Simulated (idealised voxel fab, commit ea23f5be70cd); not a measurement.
process module | voxel self aligned vias
cross-section cut | 300 nm wide | cells 5 nm
A cross-section is a grid of square cells, given in bands from the top down. A band is one or more rows of cells.
Each band's line starts with the height of the band's top and of its bottom, in nm. Then come its materials from left to right, each with its width in nm. One material with "throughout" fills the band from edge to edge. "air" is empty space.
Height 0 is the level under which the wafer as received is all one material. The lowest band goes on downwards, as in "0 down".
A width such as "30 to 40" changes by the same amount from each row of cells to the next, from the band's top row to its bottom row.
"no change" after a step means that no cell of the cross-section changed.
closed voids: empty space of 8 cells or more with no open way to the top, each as width x height at its distance from the left edge, in nm
after a step's settings: what the simulator itself notes on the step
overlay nm, on a step with a mask: how far to the right of its planned place the mask lay; to the left if negative
plan
1 op RECEIVE | material Si
2 op CONFORMAL_DEP | material SiO2 | thk nm 10
3 op CONFORMAL_DEP | material SiCN | thk nm 5
4 op DIRECTIONAL_DEP | material lowk | thk nm 20
5 op DIRECTIONAL_DEP | material aC | thk nm 10
6 op PATTERN | tone open | mask id LINES | material resist | width nm 20 | pitch nm 70 | thk nm 30 | overlay nm 0
7 op DIRECTIONAL_ETCH | etch materials aC | depth nm 10
8 op STRIP | etch materials resist
9 op DIRECTIONAL_ETCH | etch materials lowk | depth nm 20
10 op STRIP | etch materials aC
11 op CONFORMAL_DEP | material TiN | thk nm 5
12 op FILL_DEP | material W | thk nm 10
13 op CMP | height nm 35
14 op SELECTIVE_ETCH | etch materials W Ru TiN | depth nm 5
15 op FILL_DEP | material SiN | thk nm 5
16 op CMP | height nm 35
17 op DIRECTIONAL_DEP | material lowk | thk nm 20
18 op PATTERN | tone open | mask id VIAS | material resist | width nm 40 | thk nm 20 | overlay nm 0
19 op DIRECTIONAL_ETCH | etch materials lowk | depth nm 20
20 op DIRECTIONAL_ETCH | etch materials SiN | depth nm 5
21 op STRIP | etch materials resist
22 op CONFORMAL_DEP | material TiN | thk nm 5
23 op FILL_DEP | material W | thk nm 10
24 op CMP | height nm 55
25 op CONFORMAL_DEP | material SiN | thk nm 5
as received, after step 1
  0 down: Si throughout
  closed voids: none
first wafer at the end, as planned
  60 to 55: SiN throughout
  55 to 40: lowk 95 | TiN 5 | W 30 | TiN 5 | lowk 165
  40 to 35: lowk 95 | TiN 15 | W 10 | TiN 15 | lowk 165
  35 to 30: lowk 105 | TiN 20 | lowk 50 | SiN 20 | lowk 105
  30 to 20: lowk 105 | TiN 5 | W 10 | TiN 5 | lowk 50 | TiN 5 | W 10 | TiN 5 | lowk 105
  20 to 15: lowk 105 | TiN 20 | lowk 50 | TiN 20 | lowk 105
  15 to 10: SiCN throughout
  10 to 0: SiO2 throughout
  0 down: Si throughout
  closed voids: none
second wafer at the end: like start, like plan, one mistake
  60 to 55: SiN throughout
  55 to 40: lowk 95 | TiN 5 | W 30 | TiN 5 | lowk 165
  40 to 35: lowk 95 | TiN 10 | W 10 | TiN 20 | lowk 165
  35 to 30: lowk 100 | TiN 20 | lowk 50 | SiN 20 | lowk 110
  30 to 20: lowk 100 | TiN 5 | W 10 | TiN 5 | lowk 50 | TiN 5 | W 10 | TiN 5 | lowk 110
  20 to 15: lowk 100 | TiN 20 | lowk 50 | TiN 20 | lowk 110
  15 to 10: SiCN throughout
  10 to 0: SiO2 throughout
  0 down: Si throughout
  closed voids: none
what went wrong: step 6 ran as: op PATTERN | tone open | mask id LINES | material resist | width nm 20 | pitch nm 70 | thk nm 30 | overlay nm -5
at the end the second wafer has, in cells: as many of each material as the first, in other places
